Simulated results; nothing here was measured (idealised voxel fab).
Process module heading - voxel capacitor over wiring
For reference, the cross-section in this document is cut, with width 230 nm and square cells of 5 nm.
Cross-section spec: square-cell grid; bands listed top down; each band is one or more rows. This entry defines a band. It first specifies the height of the band's top and the height of its bottom in nm, and then specifies the band's materials from left to right, stating each material with its width in nm. The word "full width" identifies a single material that fills the band from edge to edge, while the word "air" identifies empty space. Basically, 0 is our baseline, since under it the wafer straight out of the box is all one material. The bottom band has no lower end and keeps on going down, so it looks like "from 0 down". A width given as "30 to 40" starts at the first number in the band's top row and ends at the second number in its bottom row, shifting by an equal amount at every step from row to row. Where the words "nothing got changed" appear for a step, the cross-section shows no cell changed by that step; every cell remained as before. What "Entrapped void list" gives you is every empty space of 8 cells or more that is cut off from the top. Each appears as width x height at distance, with the distance taken from the left edge and width, height and distance all in nm. Read whatever lies past the settings on a step's line as the simulator's own remark about the step. "overlay nm", when on a step's line for a step with a mask, measures how far to the right of its planned place the mask lay; a negative measure means to the left.

plan:
1) RECEIVE [material Si]
2) CONFORMAL_DEP [material SiO2] [thk nm 10]
3) CONFORMAL_DEP [material SiCN] [thk nm 5]
4) DIRECTIONAL_DEP [material SiO2] [thk nm 20]
5) DIRECTIONAL_DEP [material aC] [thk nm 15]
6) PATTERN [tone open] [mask id METAL_1] [material resist] [width nm 30] [pitch nm 95] [thk nm 35] [overlay nm -15]
7) DIRECTIONAL_ETCH [etch materials aC] [depth nm 15]
8) STRIP [etch materials resist]
9) DIRECTIONAL_ETCH [etch materials SiO2] [depth nm 20]
10) DIRECTIONAL_ETCH [etch materials SiCN] [depth nm 5]
11) STRIP [etch materials aC]
12) CONFORMAL_DEP [material TiN] [thk nm 5]
13) FILL_DEP [material Ru] [thk nm 5]
14) CMP [height nm 35]
15) CONFORMAL_DEP [material SiCN] [thk nm 5]
16) DIRECTIONAL_DEP [material lowk] [thk nm 15]
17) DIRECTIONAL_DEP [material aC] [thk nm 10]
18) PATTERN [tone open] [mask id PLUG_1] [material resist] [width nm 15] [thk nm 30] [overlay nm 0]
19) DIRECTIONAL_ETCH [etch materials aC] [depth nm 10]
20) STRIP [etch materials resist]
21) DIRECTIONAL_ETCH [etch materials lowk] [depth nm 15]
22) DIRECTIONAL_ETCH [etch materials SiCN] [depth nm 5]
23) STRIP [etch materials aC]
24) EPI [material Ru] [thk nm 10]
25) EPI [material Ru] [thk nm 10]
26) DIRECTIONAL_DEP [material TiN] [thk nm 10]
27) DIRECTIONAL_DEP [material SiN] [thk nm 5]
28) DIRECTIONAL_DEP [material TiN] [thk nm 10]
29) MASKED_ETCH [tone cover] [mask id UPPER_PLATE] [width nm 70] [etch materials TiN] [depth nm 10] [overlay nm 0]
30) MASKED_ETCH [tone cover] [mask id UPPER_PLATE] [width nm 70] [etch materials SiN] [depth nm 5] [overlay nm 0]
31) DIRECTIONAL_DEP [material aC] [thk nm 10]
32) PATTERN [tone cover] [mask id LOWER_PLATE] [material resist] [width nm 80] [thk nm 25] [overlay nm 0]
33) DIRECTIONAL_ETCH [etch materials aC] [depth nm 10]
34) STRIP [etch materials resist]
35) DIRECTIONAL_ETCH [etch materials TiN] [depth nm 10]
36) STRIP [etch materials aC]
37) FILL_DEP [material SiO2] [thk nm 15]
38) CMP [height nm 90]
39) DIRECTIONAL_DEP [material aC] [thk nm 15]
40) PATTERN [tone open] [mask id PLUG_2] [material resist] [width nm 15] [thk nm 35] [overlay nm 0]
41) DIRECTIONAL_ETCH [etch materials aC] [depth nm 15]
42) STRIP [etch materials resist]
43) DIRECTIONAL_ETCH [etch materials SiO2] [depth nm 10]
44) STRIP [etch materials aC]
45) CONFORMAL_DEP [material TiN] [thk nm 5]
46) FILL_DEP [material W] [thk nm 5]
47) CMP [height nm 90]
48) CONFORMAL_DEP [material SiN] [thk nm 5]
Don't read the plan's overlay nm for step 6 as applying to every wafer: that's the first wafer's value, and the wafers differ in it, though they all start identical.

Step 1 complete: as-received cross-section of the first of several wafers:
  from 0 down | Si full width
  Entrapped void list: none

The figure below presents a cross-section of the first of several wafers at the conclusion of the module, following its last step, step 48:
  from 95 to 90 | SiN full width
  from 90 to 85 | 75 nm SiO2, 5 nm TiN, 5 nm W, 5 nm TiN, 140 nm SiO2
  from 85 to 80 | 75 nm SiO2, 15 nm TiN, 140 nm SiO2
  from 80 to 70 | 80 nm SiO2, 55 nm TiN, 95 nm SiO2
  from 70 to 65 | 80 nm SiO2, 55 nm SiN, 95 nm SiO2
  from 65 to 60 | 60 nm SiO2, 5 nm TiN, 15 nm SiO2, 60 nm TiN, 90 nm SiO2
  from 60 to 55 | 60 nm SiO2, 80 nm TiN, 90 nm SiO2
  from 55 to 50 | 65 nm lowk, 15 nm TiN, 150 nm lowk
  from 50 to 45 | 65 nm lowk, 15 nm SiN, 150 nm lowk
  from 45 to 40 | 65 nm lowk, 15 nm TiN, 150 nm lowk
  from 40 to 35 | 65 nm SiCN, 15 nm TiN, 150 nm SiCN
  from 35 to 15 | 35 nm SiO2, 5 nm TiN, 20 nm Ru, 5 nm TiN, 65 nm SiO2, 5 nm TiN, 20 nm Ru, 5 nm TiN, 70 nm SiO2
  from 15 to 10 | 35 nm SiCN, 30 nm TiN, 65 nm SiCN, 30 nm TiN, 70 nm SiCN
  from 10 to 0 | SiO2 full width
  from 0 down | Si full width
  Entrapped void list: none

Sectional view of the last wafer upon completion of the module:
  from 95 to 90 | SiN full width
  from 90 to 85 | 75 nm SiO2, 5 nm TiN, 5 nm W, 5 nm TiN, 140 nm SiO2
  from 85 to 80 | 75 nm SiO2, 15 nm TiN, 140 nm SiO2
  from 80 to 70 | 65 nm SiO2, 70 nm TiN, 95 nm SiO2
  from 70 to 65 | 65 nm SiO2, 70 nm SiN, 95 nm SiO2
  from 65 to 55 | 60 nm SiO2, 80 nm TiN, 90 nm SiO2
  from 55 to 40 | 65 nm lowk, 15 nm Ru, 150 nm lowk
  from 40 to 35 | 65 nm SiCN, 15 nm Ru, 150 nm SiCN
  from 35 to 15 | 65 nm SiO2, 5 nm TiN, 20 nm Ru, 5 nm TiN, 65 nm SiO2, 5 nm TiN, 20 nm Ru, 5 nm TiN, 40 nm SiO2
  from 15 to 10 | 65 nm SiCN, 30 nm TiN, 65 nm SiCN, 30 nm TiN, 40 nm SiCN
  from 10 to 0 | SiO2 full width
  from 0 down | Si full width
  Entrapped void list: none

Each row below is a wafer at the end of the module, listing for every material the number of cells it has gained (+) or lost (-) since it was received, followed by its closed voids:
overlay nm -15, +32 Ru, +77 SiCN, +60 SiN, +482 SiO2, +93 TiN, +1 W, +129 lowk, Entrapped void list: none
overlay nm -10, +44 Ru, +77 SiCN, +60 SiN, +470 SiO2, +93 TiN, +1 W, +129 lowk, Entrapped void list: none
overlay nm -5, +44 Ru, +77 SiCN, +60 SiN, +470 SiO2, +93 TiN, +1 W, +129 lowk, Entrapped void list: none
overlay nm 0, +44 Ru, +77 SiCN, +60 SiN, +470 SiO2, +93 TiN, +1 W, +129 lowk, Entrapped void list: none
overlay nm 5, +44 Ru, +77 SiCN, +60 SiN, +470 SiO2, +93 TiN, +1 W, +129 lowk, Entrapped void list: none
overlay nm 10, +44 Ru, +77 SiCN, +60 SiN, +470 SiO2, +93 TiN, +1 W, +129 lowk, Entrapped void list: none
overlay nm 15, +44 Ru, +77 SiCN, +60 SiN, +470 SiO2, +93 TiN, +1 W, +129 lowk, Entrapped void list: none
